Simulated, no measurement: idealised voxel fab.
Process module heading - voxel capacitor over wiring
It is cross-section cut that appears here, measuring 290 nm in width, its square cells being 5 nm in size.
In what follows, cross-sections appear as grids of square cells, described through bands that run from the top down, where every band is one or more rows of cells. Each band's line starts with the height of the band's top and of its bottom, in nm. Then come its materials from left to right, each with its width in nm. One material with "throughout" fills the band from edge to edge. "blank" is empty space. Measure heights from 0. That's the level where, below it, the as-received wafer is all one material. The lowest band is bottomless and extends downward; write it as in "0 and below". The expression "30->40" gives the width at the extremes of the band, the first number at its top row of cells and the second at its bottom row, with the width changing by equal amounts from each row to the next in between. "identical to before", as given for a step, is the statement that not any cell of the cross-section underwent a change during that step. What "Trapped voids" gives you is every empty space of 8 cells or more that is cut off from the top. Each appears as width x height at distance, with the distance taken from the left edge and width, height and distance all in nm. What comes after the settings on a step's line is commentary from the simulator itself on that step. Each step line may optionally specify "overlay nm", which for a step with a mask gives the rightward distance between the mask's planned place and where it lay, a negative value indicating the leftward direction.

The steps planned for the process are as follows:
step 1: RECEIVE with material Si
step 2: CONFORMAL_DEP with material SiO2, thk nm 10
step 3: CONFORMAL_DEP with material SiN, thk nm 5
step 4: DIRECTIONAL_DEP with material SiO2, thk nm 25
step 5: PATTERN with tone open, mask id METAL_1, material resist, width nm 20, pitch nm 75, thk nm 15, overlay nm 0
step 6: DIRECTIONAL_ETCH with etch materials SiO2, depth nm 25
step 7: DIRECTIONAL_ETCH with etch materials SiN, depth nm 5
step 8: STRIP with etch materials resist
step 9: CONFORMAL_DEP with material TiN, thk nm 5
step 10: FILL_DEP with material Cu, thk nm 5
step 11: CMP with height nm 40
step 12: CONFORMAL_DEP with material SiCN, thk nm 5
step 13: DIRECTIONAL_DEP with material SiO2, thk nm 15
step 14: DIRECTIONAL_DEP with material aC, thk nm 15
step 15: PATTERN with tone open, mask id PLUG_1, material resist, width nm 15, thk nm 35, overlay nm 0
step 16: DIRECTIONAL_ETCH with etch materials aC, depth nm 15
step 17: STRIP with etch materials resist
step 18: DIRECTIONAL_ETCH with etch materials SiO2, depth nm 15
step 19: DIRECTIONAL_ETCH with etch materials SiCN, depth nm 5
step 20: STRIP with etch materials aC
step 21: EPI with material Ru, thk nm 10
step 22: EPI with material Ru, thk nm 10
step 23: DIRECTIONAL_DEP with material TiN, thk nm 5
step 24: DIRECTIONAL_DEP with material Al2O3, thk nm 5
step 25: DIRECTIONAL_DEP with material TiN, thk nm 5
step 26: MASKED_ETCH with tone cover, mask id UPPER_PLATE, width nm 60, etch materials TiN, depth nm 5, overlay nm 0
step 27: MASKED_ETCH with tone cover, mask id UPPER_PLATE, width nm 60, etch materials Al2O3, depth nm 5, overlay nm 0
step 28: MASKED_ETCH with tone cover, mask id LOWER_PLATE, width nm 70, etch materials TiN, depth nm 5, overlay nm 0
step 29: FILL_DEP with material SiO2, thk nm 15
step 30: CMP with height nm 85
step 31: PATTERN with tone open, mask id PLUG_2, material resist, width nm 15, thk nm 20, overlay nm 0
step 32: DIRECTIONAL_ETCH with etch materials SiO2, depth nm 10
step 33: STRIP with etch materials resist
step 34: CONFORMAL_DEP with material TiN, thk nm 5
step 35: FILL_DEP with material Ru, thk nm 5
step 36: CMP with height nm 85
step 37: CONFORMAL_DEP with material SiCN, thk nm 5

First wafer, two in total, run as planned:

Here's what the wafer looked like in cross-section when it arrived - that's after step 1:
    0 and below  Si throughout
    Trapped voids: none

Cross-section of the wafer after step 2:
    10 down to 0  SiO2 throughout
    below 0: unchanged

Cross-section of the wafer after step 3:
    15 down to 10  SiN throughout
    below 10: unchanged

Cross-section of the wafer after step 4:
    40 down to 15  SiO2 throughout
    below 15: unchanged

Cross-section of the wafer after step 5:
    55 down to 40  95 resist | 20 blank | 55 resist | 20 blank | 100 resist
    below 40: unchanged

Cross-section of the wafer after step 6:
    55 down to 40  95 resist | 20 blank | 55 resist | 20 blank | 100 resist
    40 down to 15  95 SiO2 | 20 blank | 55 SiO2 | 20 blank | 100 SiO2
    below 15: unchanged

Cross-section of the wafer after step 7:
    55 down to 40  95 resist | 20 blank | 55 resist | 20 blank | 100 resist
    40 down to 15  95 SiO2 | 20 blank | 55 SiO2 | 20 blank | 100 SiO2
    15 down to 10  95 SiN | 20 blank | 55 SiN | 20 blank | 100 SiN
    below 10: unchanged

Cross-section of the wafer after step 8:
    40 down to 15  95 SiO2 | 20 blank | 55 SiO2 | 20 blank | 100 SiO2
    below 15: unchanged

Cross-section of the wafer after step 9:
    45 down to 40  100 TiN | 10 blank | 65 TiN | 10 blank | 105 TiN
    40 down to 15  95 SiO2 | 5 TiN | 10 blank | 5 TiN | 55 SiO2 | 5 TiN | 10 blank | 5 TiN | 100 SiO2
    15 down to 10  95 SiN | 20 TiN | 55 SiN | 20 TiN | 100 SiN
    below 10: unchanged

Cross-section of the wafer after step 10:
    50 down to 45  Cu throughout
    45 down to 40  100 TiN | 10 Cu | 65 TiN | 10 Cu | 105 TiN
    40 down to 15  95 SiO2 | 5 TiN | 10 Cu | 5 TiN | 55 SiO2 | 5 TiN | 10 Cu | 5 TiN | 100 SiO2
    below 15: unchanged

Cross-section of the wafer after step 11:
    40 down to 15  95 SiO2 | 5 TiN | 10 Cu | 5 TiN | 55 SiO2 | 5 TiN | 10 Cu | 5 TiN | 100 SiO2
    below 15: unchanged

Cross-section of the wafer after step 12:
    45 down to 40  SiCN throughout
    below 40: unchanged

Cross-section of the wafer after step 13:
    60 down to 45  SiO2 throughout
    below 45: unchanged

Cross-section of the wafer after step 14:
    75 down to 60  aC throughout
    below 60: unchanged

Cross-section of the wafer after step 15:
    110 down to 75  100 resist | 15 blank | 175 resist
    below 75: unchanged

Cross-section of the wafer after step 16:
    95 down to 75  100 resist | 15 blank | 175 resist
    75 down to 60  100 aC | 15 blank | 175 aC
    below 60: unchanged

Cross-section of the wafer after step 17:
    75 down to 60  100 aC | 15 blank | 175 aC
    below 60: unchanged

Cross-section of the wafer after step 18:
    75 down to 60  100 aC | 15 blank | 175 aC
    60 down to 45  100 SiO2 | 15 blank | 175 SiO2
    below 45: unchanged

Cross-section of the wafer after step 19:
    75 down to 60  100 aC | 15 blank | 175 aC
    60 down to 45  100 SiO2 | 15 blank | 175 SiO2
    45 down to 40  100 SiCN | 15 blank | 175 SiCN
    below 40: unchanged

Cross-section of the wafer after step 20:
    60 down to 45  100 SiO2 | 15 blank | 175 SiO2
    below 45: unchanged

Cross-section of the wafer after step 21:
    60 down to 50  100 SiO2 | 15 blank | 175 SiO2
    50 down to 45  100 SiO2 | 15 Ru | 175 SiO2
    45 down to 40  100 SiCN | 15 Ru | 175 SiCN
    below 40: unchanged

Cross-section of the wafer after step 22:
    60 down to 45  100 SiO2 | 15 Ru | 175 SiO2
    below 45: unchanged

Cross-section of the wafer after step 23:
    65 down to 60  TiN throughout
    below 60: unchanged

Cross-section of the wafer after step 24:
    70 down to 65  Al2O3 throughout
    below 65: unchanged

Cross-section of the wafer after step 25:
    75 down to 70  TiN throughout
    below 70: unchanged

Cross-section of the wafer after step 26:
    75 down to 70  100 blank | 60 TiN | 130 blank
    below 70: unchanged

Cross-section of the wafer after step 27:
    75 down to 70  100 blank | 60 TiN | 130 blank
    70 down to 65  100 blank | 60 Al2O3 | 130 blank
    below 65: unchanged

Cross-section of the wafer after step 28:
    75 down to 70  100 blank | 60 TiN | 130 blank
    70 down to 65  100 blank | 60 Al2O3 | 130 blank
    65 down to 60  95 blank | 70 TiN | 125 blank
    below 60: unchanged

Cross-section of the wafer after step 29:
    90 down to 75  SiO2 throughout
    75 down to 70  100 SiO2 | 60 TiN | 130 SiO2
    70 down to 65  100 SiO2 | 60 Al2O3 | 130 SiO2
    65 down to 60  95 SiO2 | 70 TiN | 125 SiO2
    below 60: unchanged

Cross-section of the wafer after step 30:
    85 down to 75  SiO2 throughout
    below 75: unchanged

Cross-section of the wafer after step 31:
    105 down to 85  110 resist | 15 blank | 165 resist
    below 85: unchanged

Cross-section of the wafer after step 32:
    105 down to 85  110 resist | 15 blank | 165 resist
    85 down to 75  110 SiO2 | 15 blank | 165 SiO2
    below 75: unchanged

Cross-section of the wafer after step 33:
    85 down to 75  110 SiO2 | 15 blank | 165 SiO2
    below 75: unchanged

Cross-section of the wafer after step 34:
    90 down to 85  115 TiN | 5 blank | 170 TiN
    85 down to 80  110 SiO2 | 5 TiN | 5 blank | 5 TiN | 165 SiO2
    80 down to 70  110->100 SiO2 | 15->60 TiN | 165->130 SiO2
    below 70: unchanged

Cross-section of the wafer after step 35:
    95 down to 90  Ru throughout
    90 down to 85  115 TiN | 5 Ru | 170 TiN
    85 down to 80  110 SiO2 | 5 TiN | 5 Ru | 5 TiN | 165 SiO2
    below 80: unchanged

Cross-section of the wafer after step 36:
    85 down to 80  110 SiO2 | 5 TiN | 5 Ru | 5 TiN | 165 SiO2
    below 80: unchanged

Cross-section of the wafer after step 37:
    90 down to 85  SiCN throughout
    below 85: unchanged

Okay, second wafer. Nothing different at the start, nothing different in the plan, just one mistake somewhere in the running. As far as step 1, counting that step, it's the first wafer all over again:

Cross-section: second wafer, time at which step 2 was scheduled to end: identical to before

Cross-section: second wafer, time at which step 3 was scheduled to end:
    5 down to 0  SiN throughout
    below 0: unchanged

Cross-section: second wafer, time at which step 4 was scheduled to end:
    30 down to 5  SiO2 throughout
    below 5: unchanged

Cross-section: second wafer, time at which step 5 was scheduled to end:
    45 down to 30  95 resist | 20 blank | 55 resist | 20 blank | 100 resist
    below 30: unchanged

Cross-section: second wafer, time at which step 6 was scheduled to end:
    45 down to 30  95 resist | 20 blank | 55 resist | 20 blank | 100 resist
    30 down to 5  95 SiO2 | 20 blank | 55 SiO2 | 20 blank | 100 SiO2
    below 5: unchanged

Cross-section: second wafer, time at which step 7 was scheduled to end:
    45 down to 30  95 resist | 20 blank | 55 resist | 20 blank | 100 resist
    30 down to 5  95 SiO2 | 20 blank | 55 SiO2 | 20 blank | 100 SiO2
    5 down to 0  95 SiN | 20 blank | 55 SiN | 20 blank | 100 SiN
    below 0: unchanged

Cross-section: second wafer, time at which step 8 was scheduled to end:
    30 down to 5  95 SiO2 | 20 blank | 55 SiO2 | 20 blank | 100 SiO2
    below 5: unchanged

Cross-section: second wafer, time at which step 9 was scheduled to end:
    35 down to 30  100 TiN | 10 blank | 65 TiN | 10 blank | 105 TiN
    30 down to 5  95 SiO2 | 5 TiN | 10 blank | 5 TiN | 55 SiO2 | 5 TiN | 10 blank | 5 TiN | 100 SiO2
    5 down to 0  95 SiN | 20 TiN | 55 SiN | 20 TiN | 100 SiN
    below 0: unchanged

Cross-section: second wafer, time at which step 10 was scheduled to end:
    40 down to 35  Cu throughout
    35 down to 30  100 TiN | 10 Cu | 65 TiN | 10 Cu | 105 TiN
    30 down to 5  95 SiO2 | 5 TiN | 10 Cu | 5 TiN | 55 SiO2 | 5 TiN | 10 Cu | 5 TiN | 100 SiO2
    below 5: unchanged

Cross-section: second wafer, time at which step 11 was scheduled to end: identical to before

Cross-section: second wafer, time at which step 12 was scheduled to end:
    45 down to 40  SiCN throughout
    below 40: unchanged

Cross-section: second wafer, time at which step 13 was scheduled to end:
    60 down to 45  SiO2 throughout
    below 45: unchanged

Cross-section: second wafer, time at which step 14 was scheduled to end:
    75 down to 60  aC throughout
    below 60: unchanged

Cross-section: second wafer, time at which step 15 was scheduled to end:
    110 down to 75  100 resist | 15 blank | 175 resist
    below 75: unchanged

Cross-section: second wafer, time at which step 16 was scheduled to end:
    95 down to 75  100 resist | 15 blank | 175 resist
    75 down to 60  100 aC | 15 blank | 175 aC
    below 60: unchanged

Cross-section: second wafer, time at which step 17 was scheduled to end:
    75 down to 60  100 aC | 15 blank | 175 aC
    below 60: unchanged

Cross-section: second wafer, time at which step 18 was scheduled to end:
    75 down to 60  100 aC | 15 blank | 175 aC
    60 down to 45  100 SiO2 | 15 blank | 175 SiO2
    below 45: unchanged

Cross-section: second wafer, time at which step 19 was scheduled to end:
    75 down to 60  100 aC | 15 blank | 175 aC
    60 down to 45  100 SiO2 | 15 blank | 175 SiO2
    45 down to 40  100 SiCN | 15 blank | 175 SiCN
    below 40: unchanged

Cross-section: second wafer, time at which step 20 was scheduled to end:
    60 down to 45  100 SiO2 | 15 blank | 175 SiO2
    below 45: unchanged

Cross-section: second wafer, time at which step 21 was scheduled to end:
    60 down to 50  100 SiO2 | 15 blank | 175 SiO2
    50 down to 45  100 SiO2 | 15 Ru | 175 SiO2
    45 down to 40  100 SiCN | 15 Ru | 175 SiCN
    below 40: unchanged

Cross-section: second wafer, time at which step 22 was scheduled to end:
    60 down to 45  100 SiO2 | 15 Ru | 175 SiO2
    below 45: unchanged

Cross-section: second wafer, time at which step 23 was scheduled to end:
    65 down to 60  TiN throughout
    below 60: unchanged

Cross-section: second wafer, time at which step 24 was scheduled to end:
    70 down to 65  Al2O3 throughout
    below 65: unchanged

Cross-section: second wafer, time at which step 25 was scheduled to end:
    75 down to 70  TiN throughout
    below 70: unchanged

Cross-section: second wafer, time at which step 26 was scheduled to end:
    75 down to 70  100 blank | 60 TiN | 130 blank
    below 70: unchanged

Cross-section: second wafer, time at which step 27 was scheduled to end:
    75 down to 70  100 blank | 60 TiN | 130 blank
    70 down to 65  100 blank | 60 Al2O3 | 130 blank
    below 65: unchanged

Cross-section: second wafer, time at which step 28 was scheduled to end:
    75 down to 70  100 blank | 60 TiN | 130 blank
    70 down to 65  100 blank | 60 Al2O3 | 130 blank
    65 down to 60  95 blank | 70 TiN | 125 blank
    below 60: unchanged

Cross-section: second wafer, time at which step 29 was scheduled to end:
    90 down to 75  SiO2 throughout
    75 down to 70  100 SiO2 | 60 TiN | 130 SiO2
    70 down to 65  100 SiO2 | 60 Al2O3 | 130 SiO2
    65 down to 60  95 SiO2 | 70 TiN | 125 SiO2
    below 60: unchanged

Cross-section: second wafer, time at which step 30 was scheduled to end:
    85 down to 75  SiO2 throughout
    below 75: unchanged

Cross-section: second wafer, time at which step 31 was scheduled to end:
    105 down to 85  110 resist | 15 blank | 165 resist
    below 85: unchanged

Cross-section: second wafer, time at which step 32 was scheduled to end:
    105 down to 85  110 resist | 15 blank | 165 resist
    85 down to 75  110 SiO2 | 15 blank | 165 SiO2
    below 75: unchanged

Cross-section: second wafer, time at which step 33 was scheduled to end:
    85 down to 75  110 SiO2 | 15 blank | 165 SiO2
    below 75: unchanged

Cross-section: second wafer, time at which step 34 was scheduled to end:
    90 down to 85  115 TiN | 5 blank | 170 TiN
    85 down to 80  110 SiO2 | 5 TiN | 5 blank | 5 TiN | 165 SiO2
    80 down to 70  110->100 SiO2 | 15->60 TiN | 165->130 SiO2
    below 70: unchanged

Cross-section: second wafer, time at which step 35 was scheduled to end:
    95 down to 90  Ru throughout
    90 down to 85  115 TiN | 5 Ru | 170 TiN
    85 down to 80  110 SiO2 | 5 TiN | 5 Ru | 5 TiN | 165 SiO2
    below 80: unchanged

Cross-section: second wafer, time at which step 36 was scheduled to end:
    85 down to 80  110 SiO2 | 5 TiN | 5 Ru | 5 TiN | 165 SiO2
    below 80: unchanged

Cross-section: second wafer, time at which step 37 was scheduled to end:
    90 down to 85  SiCN throughout
    below 85: unchanged
Where did the run depart from the plan? step 2 was dropped from the plan's execution and never run
At the finish, the second wafer shows more or fewer cells for some materials than the first does: Cu +62, SiO2 -116, TiN +54
